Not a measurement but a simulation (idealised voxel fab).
voxel wiring stack: a process module
For reference, the cross-section in this document is cut, with width 195 nm and square cells of 5 nm.
Each cross-section below is a grid of square cells, stated as bands in top-down order, with one or more rows of cells making up each band.
Quick guide to a band line: top height, bottom height (nm) up front; then every material left to right with its width in nm. Only one material and it's marked "throughout"? Then it fills the band edge to edge. And "empty" just means empty space.
Heights from 0 (as-received wafer is one material below). Bottom band endless downward, as "0 -> down".
When a width is written as two numbers, as in "30..40", the first number is the width in the top row of cells of the band and the second is the width in its bottom row, and the width changes by the same amount from each row to the next.
"no alterations made" after a step means that no cell of the cross-section changed.
Entry "Enclosed void list" = empty spaces >= 8 cells with no open way to the top; each as width x height at distance, distance from left edge, all nm.
What comes after the settings on a step's line is commentary from the simulator itself on that step.
overlay nm: where the mask lay relative to plan, measured to the right, on steps with a mask; negatives go left.

Process steps (planned)
| 1 | RECEIVE, material Si |
| 2 | CONFORMAL_DEP, material SiO2, thk nm 10 |
| 3 | DIRECTIONAL_DEP, material TiN, thk nm 5 |
| 4 | DIRECTIONAL_DEP, material W, thk nm 10 |
| 5 | MASKED_ETCH, tone cover, mask id METAL_1, width nm 25, pitch nm 40, etch materials W, depth nm 20, overlay nm 0 |
| 6 | MASKED_ETCH, tone cover, mask id METAL_1, width nm 25, pitch nm 40, etch materials TiN, depth nm 5, overlay nm 0 |
| 7 | CONFORMAL_DEP, material SiN, thk nm 5 |
| 8 | FILL_DEP, material lowk, thk nm 5 |
| 9 | CMP, height nm 35 |
| 10 | CONFORMAL_DEP, material SiCN, thk nm 5 |
| 11 | DIRECTIONAL_DEP, material lowk, thk nm 15 |
| 12 | MASKED_ETCH, tone open, mask id PLUG_1, width nm 15, pitch nm 40, etch materials lowk, depth nm 15, overlay nm 0 |
| 13 | MASKED_ETCH, tone open, mask id PLUG_1, width nm 15, pitch nm 40, etch materials SiCN, depth nm 5, overlay nm 0 |
| 14 | EPI, material Ru, thk nm 10 |
| 15 | EPI, material Ru, thk nm 10 |
| 16 | CONFORMAL_DEP, material SiCN, thk nm 5 |
| 17 | DIRECTIONAL_DEP, material SiO2, thk nm 20 |
| 18 | PATTERN, tone open, mask id METAL_2, material resist, width nm 25, pitch nm 40, thk nm 20, overlay nm 0 |
| 19 | DIRECTIONAL_ETCH, etch materials SiO2, depth nm 20 |
| 20 | DIRECTIONAL_ETCH, etch materials SiCN, depth nm 5 |
| 21 | STRIP, etch materials resist |
| 22 | CONFORMAL_DEP, material TiN, thk nm 5 |
| 23 | FILL_DEP, material Ru, thk nm 5 |
| 24 | CMP, height nm 80 |
| 25 | CONFORMAL_DEP, material SiCN, thk nm 5 |
Quick note for whoever runs this: the wafers start identical, but the thk nm at step 4 isn't the same across them. The plan just shows what the first wafer had.

First of several wafers, received after step 1, in cross-section
* 0 -> down: Si throughout
* Enclosed void list: none

The figure below presents a cross-section of the first of several wafers at the conclusion of the module, following its last step, step 25
* 85 -> 80: SiCN throughout
* 80 -> 60: SiO2 25 nm, then TiN 5 nm, then Ru 15 nm, then TiN 5 nm, then SiO2 15 nm, then TiN 5 nm, then Ru 15 nm, then TiN 5 nm, then SiO2 15 nm, then TiN 5 nm, then Ru 15 nm, then TiN 5 nm, then SiO2 15 nm, then TiN 5 nm, then Ru 15 nm, then TiN 5 nm, then SiO2 25 nm
* 60 -> 55: SiCN 25 nm, then TiN 25 nm, then SiCN 15 nm, then TiN 25 nm, then SiCN 15 nm, then TiN 25 nm, then SiCN 15 nm, then TiN 25 nm, then SiCN 25 nm
* 55 -> 40: lowk 25 nm, then SiCN 5 nm, then TiN 5 nm, then SiCN 5 nm, then lowk 25 nm, then SiCN 5 nm, then TiN 5 nm, then SiCN 5 nm, then lowk 25 nm, then SiCN 5 nm, then TiN 5 nm, then SiCN 5 nm, then lowk 25 nm, then SiCN 5 nm, then TiN 5 nm, then SiCN 5 nm, then lowk 35 nm
* 40 -> 35: SiCN 30 nm, then TiN 5 nm, then SiCN 35 nm, then TiN 5 nm, then SiCN 35 nm, then TiN 5 nm, then SiCN 35 nm, then TiN 5 nm, then SiCN 40 nm
* 35 -> 30: lowk throughout
* 30 -> 25: lowk 20 nm, then SiN 35 nm, then lowk 5 nm, then SiN 35 nm, then lowk 5 nm, then SiN 35 nm, then lowk 5 nm, then SiN 35 nm, then lowk 20 nm
* 25 -> 15: lowk 20 nm, then SiN 5 nm, then W 25 nm, then SiN 5 nm, then lowk 5 nm, then SiN 5 nm, then W 25 nm, then SiN 5 nm, then lowk 5 nm, then SiN 5 nm, then W 25 nm, then SiN 5 nm, then lowk 5 nm, then SiN 5 nm, then W 25 nm, then SiN 5 nm, then lowk 20 nm
* 15 -> 10: SiN 25 nm, then TiN 25 nm, then SiN 15 nm, then TiN 25 nm, then SiN 15 nm, then TiN 25 nm, then SiN 15 nm, then TiN 25 nm, then SiN 25 nm
* 10 -> 0: SiO2 throughout
* 0 -> down: Si throughout
* Enclosed void list: none

Cross-section, module end, final of several wafers
* 85 -> 80: SiCN throughout
* 80 -> 60: SiO2 25 nm, then TiN 5 nm, then Ru 15 nm, then TiN 5 nm, then SiO2 15 nm, then TiN 5 nm, then Ru 15 nm, then TiN 5 nm, then SiO2 15 nm, then TiN 5 nm, then Ru 15 nm, then TiN 5 nm, then SiO2 15 nm, then TiN 5 nm, then Ru 15 nm, then TiN 5 nm, then SiO2 25 nm
* 60 -> 55: SiCN 25 nm, then TiN 25 nm, then SiCN 15 nm, then TiN 25 nm, then SiCN 15 nm, then TiN 25 nm, then SiCN 15 nm, then TiN 25 nm, then SiCN 25 nm
* 55 -> 40: lowk 25 nm, then Ru 15 nm, then lowk 25 nm, then Ru 15 nm, then lowk 25 nm, then Ru 15 nm, then lowk 25 nm, then Ru 15 nm, then lowk 35 nm
* 40 -> 35: SiCN 25 nm, then Ru 15 nm, then SiCN 25 nm, then Ru 15 nm, then SiCN 25 nm, then Ru 15 nm, then SiCN 25 nm, then Ru 15 nm, then SiCN 35 nm
* 35 -> 30: SiN 25 nm, then W 25 nm, then SiN 15 nm, then W 25 nm, then SiN 15 nm, then W 25 nm, then SiN 15 nm, then W 25 nm, then SiN 25 nm
* 30 -> 15: W throughout
* 15 -> 10: TiN throughout
* 10 -> 0: SiO2 throughout
* 0 -> down: Si throughout
* Enclosed void list: none

Heads up, this table goes wafer by wafer. A row tells you, at the end of the module, how many cells of each material that wafer has put on (+) or dropped (-) since it was received, and then its closed voids
thk nm 10; +48 Ru; +117 SiCN; +63 SiN; +154 SiO2; +88 TiN; +40 W; +153 lowk; Enclosed void list: none
thk nm 15; +48 Ru; +117 SiCN; +71 SiN; +154 SiO2; +88 TiN; +60 W; +125 lowk; Enclosed void list: none
thk nm 20; +96 Ru; +85 SiCN; +51 SiN; +154 SiO2; +72 TiN; +80 W; +125 lowk; Enclosed void list: none
thk nm 25; +96 Ru; +85 SiCN; +35 SiN; +154 SiO2; +91 TiN; +99 W; +103 lowk; Enclosed void list: none
thk nm 30; +96 Ru; +85 SiCN; +27 SiN; +154 SiO2; +91 TiN; +118 W; +92 lowk; Enclosed void list: none
thk nm 35; +96 Ru; +85 SiCN; +19 SiN; +154 SiO2; +91 TiN; +137 W; +81 lowk; Enclosed void list: none
